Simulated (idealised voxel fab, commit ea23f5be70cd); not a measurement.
The process module that follows is named voxel capacitor over wiring.
Pictured: cross-section cut, 180 nm wide, on a grid of 5 nm square cells.
This document writes a cross-section as a grid whose cells are square, and gives it as bands, listed from the top down; one or more rows of cells form a band.
It is stipulated that each band's entry specify, in nanometres, the height of the top of the band and then that of its bottom, followed by the materials of the band in left-to-right sequence, each together with its width in nanometres. A single material marked by the word "throughout" is understood to fill the band from edge to edge; the word "blank" is understood to denote empty space.
Measure heights from 0. That's the level where, below it, the as-received wafer is all one material. The lowest band is bottomless and extends downward; write it as in "0 nm and below".
Width spec "30->40" -> top row of cells at first value, bottom row at second value, equal per-row change in between.
What does "nothing different" mean for a step? It means no cell of the cross-section changed in that step.
Listed in "Sealed void list": every empty space of 8 or more cells without an open way to the top. Form: width x height at distance, the distance being from the left edge, all in nm.
Anything after a step's settings on that line? It's the simulator's own note about the step.
Regarding "overlay nm": on a step with a mask, it is the distance the mask lay to the right of its planned place; a negative value places it to the left.

**plan**
1: op RECEIVE | material Si
2: op CONFORMAL_DEP | material SiO2 | thk nm 15
3: op CONFORMAL_DEP | material SiN | thk nm 5
4: op DIRECTIONAL_DEP | material lowk | thk nm 20
5: op DIRECTIONAL_DEP | material aC | thk nm 10
6: op PATTERN | tone open | mask id METAL_1 | material resist | width nm 25 | pitch nm 75 | thk nm 30 | overlay nm 0
7: op DIRECTIONAL_ETCH | etch materials aC | depth nm 10
8: op STRIP | etch materials resist
9: op DIRECTIONAL_ETCH | etch materials lowk | depth nm 20
10: op DIRECTIONAL_ETCH | etch materials SiN | depth nm 5
11: op STRIP | etch materials aC
12: op CONFORMAL_DEP | material TiN | thk nm 5
13: op FILL_DEP | material W | thk nm 10
14: op CMP | height nm 40
15: op CONFORMAL_DEP | material SiCN | thk nm 5
16: op DIRECTIONAL_DEP | material lowk | thk nm 15
17: op DIRECTIONAL_DEP | material aC | thk nm 15
18: op PATTERN | tone open | mask id PLUG_1 | material resist | width nm 15 | thk nm 35 | overlay nm 0
19: op DIRECTIONAL_ETCH | etch materials aC | depth nm 15
20: op STRIP | etch materials resist
21: op DIRECTIONAL_ETCH | etch materials lowk | depth nm 15
22: op DIRECTIONAL_ETCH | etch materials SiCN | depth nm 5
23: op STRIP | etch materials aC
24: op CONFORMAL_DEP | material TiN | thk nm 5
25: op FILL_DEP | material Ru | thk nm 5
26: op CMP | height nm 60
27: op DIRECTIONAL_DEP | material TiN | thk nm 10
28: op DIRECTIONAL_DEP | material Al2O3 | thk nm 5
29: op DIRECTIONAL_DEP | material TiN | thk nm 5
30: op PATTERN | tone cover | mask id UPPER_PLATE | material resist | width nm 55 | thk nm 20 | overlay nm 0
31: op DIRECTIONAL_ETCH | etch materials TiN | depth nm 5
32: op DIRECTIONAL_ETCH | etch materials Al2O3 | depth nm 5
33: op STRIP | etch materials resist
34: op PATTERN | tone cover | mask id LOWER_PLATE | material resist | width nm 65 | thk nm 20 | overlay nm 0
35: op DIRECTIONAL_ETCH | etch materials TiN | depth nm 10
36: op STRIP | etch materials resist
37: op FILL_DEP | material SiO2 | thk nm 20
38: op CMP | height nm 95
39: op DIRECTIONAL_DEP | material aC | thk nm 15
40: op PATTERN | tone open | mask id PLUG_2 | material resist | width nm 15 | thk nm 30 | overlay nm 0
41: op DIRECTIONAL_ETCH | etch materials aC | depth nm 15
42: op STRIP | etch materials resist
43: op DIRECTIONAL_ETCH | etch materials SiO2 | depth nm 15
44: op STRIP | etch materials aC
45: op CONFORMAL_DEP | material TiN | thk nm 5
46: op FILL_DEP | material Cu | thk nm 10
47: op CMP | height nm 95
48: op CONFORMAL_DEP | material SiN | thk nm 5

**Cross-section of the incoming wafer, state after step 1**
* 0 nm and below | Si throughout
* Sealed void list: none

**Wafer cross-section at module end: first of two, run to plan**
* 100 nm to 95 nm | SiN throughout
* 95 nm to 85 nm | SiO2 60 | TiN 5 | Cu 5 | TiN 5 | SiO2 105
* 85 nm to 75 nm | SiO2 60->50 | TiN 15->55 | SiO2 105->75
* 75 nm to 70 nm | SiO2 50 | Al2O3 55 | SiO2 75
* 70 nm to 60 nm | SiO2 45 | TiN 65 | SiO2 70
* 60 nm to 45 nm | lowk 50 | TiN 5 | Ru 5 | TiN 5 | lowk 115
* 45 nm to 40 nm | SiCN 50 | TiN 15 | SiCN 115
* 40 nm to 20 nm | lowk 40 | TiN 5 | W 15 | TiN 5 | lowk 50 | TiN 5 | W 15 | TiN 5 | lowk 40
* 20 nm to 15 nm | SiN 40 | TiN 25 | SiN 50 | TiN 25 | SiN 40
* 15 nm to 0 nm | SiO2 throughout
* 0 nm and below | Si throughout
* Sealed void list: none

**Cross-section of the latter of the two wafers at module completion. It had an identical start and an identical plan to the former; in running it, one mistake was made**
* 100 nm to 95 nm | SiN throughout
* 95 nm to 85 nm | SiO2 60 | TiN 5 | Cu 5 | TiN 5 | SiO2 105
* 85 nm to 75 nm | SiO2 60->50 | TiN 15->55 | SiO2 105->75
* 75 nm to 70 nm | SiO2 50 | Al2O3 55 | SiO2 75
* 70 nm to 60 nm | SiO2 50 | TiN 55 | SiO2 75
* 60 nm to 45 nm | lowk 50 | TiN 5 | Ru 5 | TiN 5 | lowk 115
* 45 nm to 40 nm | SiCN 50 | TiN 15 | SiCN 115
* 40 nm to 20 nm | lowk 40 | TiN 5 | W 15 | TiN 5 | lowk 50 | TiN 5 | W 15 | TiN 5 | lowk 40
* 20 nm to 15 nm | SiN 40 | TiN 25 | SiN 50 | TiN 25 | SiN 40
* 15 nm to 0 nm | SiO2 throughout
* 0 nm and below | Si throughout
* Sealed void list: none
Deviation from plan: off-plan run, step 34, actual operation and settings op PATTERN | tone cover | mask id LOWER_PLATE | material resist | width nm 55 | thk nm 20 | overlay nm 0
It is noted that, at the conclusion of processing, the second wafer exhibits a higher or lower cell count for certain materials relative to the first: SiO2 +4 | TiN -4
